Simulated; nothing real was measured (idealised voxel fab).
Process module heading - voxel ribs on slabs
Each square cell in cross-section cut measures 5 nm, and the section as a whole is 270 nm wide.
Heads up, the way a cross-section reads in here is a grid of square cells, handed over as bands from the top down, with every band being one or more rows of cells.
A band entry consists of two parts. The first gives the height of the band's top and the height of its bottom, in nm. The rest lists the band's materials from left to right, each with its width in nm. A single material labelled with the word "all across" fills the band from edge to edge, and the word "air" marks empty space.
Note: height 0 marks the level under which the wafer is uniformly one material as received. Lowest band unbounded below, written "0 down".
Top row gets the first number, bottom row gets the second, and each row in between changes by the same step: that is how a band width like "30..40" works.
"no modifications", as given for a step, is the statement that not any cell of the cross-section underwent a change during that step.
Under "Sealed-off cavities" you'll find the enclosed gaps, the ones with no way out to the top, that are 8 cells or bigger; each reads width x height at distance, with distance counted from the left edge, everything in nm.
Anything after a step's settings on that line? It's the simulator's own note about the step.
"overlay nm", when on a step's line for a step with a mask, measures how far to the right of its planned place the mask lay; a negative measure means to the left.
## Process steps (planned)
1,RECEIVE: material Si
2,DIRECTIONAL_DEP: material SiO2, thk nm 30
3,DIRECTIONAL_DEP: material polySi, thk nm 15
4,MASKED_ETCH: tone cover, mask id RIB, width nm 30, etch materials polySi, depth nm 10, overlay nm 0
5,MASKED_ETCH: tone cover, mask id SLAB, width nm 60, etch materials polySi, depth nm 5, overlay nm 0
6,FILL_DEP: material SiO2, thk nm 25
7,CMP: height nm 60
8,DIRECTIONAL_DEP: material W, thk nm 10
9,PATTERN: tone cover, mask id HEATER, material resist, width nm 40, thk nm 20, overlay nm 0
10,DIRECTIONAL_ETCH: etch materials W, depth nm 10
11,STRIP: etch materials resist
12,CONFORMAL_DEP: material SiN, thk nm 5
## As received (post step 1): cross-section
  0 down | Si all across
  Sealed-off cavities: none
## Wafer cross-section at end of module: start and plan as shown above, one execution error
  75 to 70 | air: 110 | SiN: 50 | air: 110
  70 to 65 | air: 110 | SiN: 5 | W: 40 | SiN: 5 | air: 110
  65 to 60 | SiN: 115 | W: 40 | SiN: 115
  60 to 50 | SiO2: 120 | polySi: 30 | SiO2: 120
  50 to 45 | SiO2: 105 | polySi: 60 | SiO2: 105
  45 to 30 | polySi all across
  30 to 0 | SiO2 all across
  0 down | Si all across
  Sealed-off cavities: none
Where did the run depart from the plan? step 3 of the plan was twice carried out
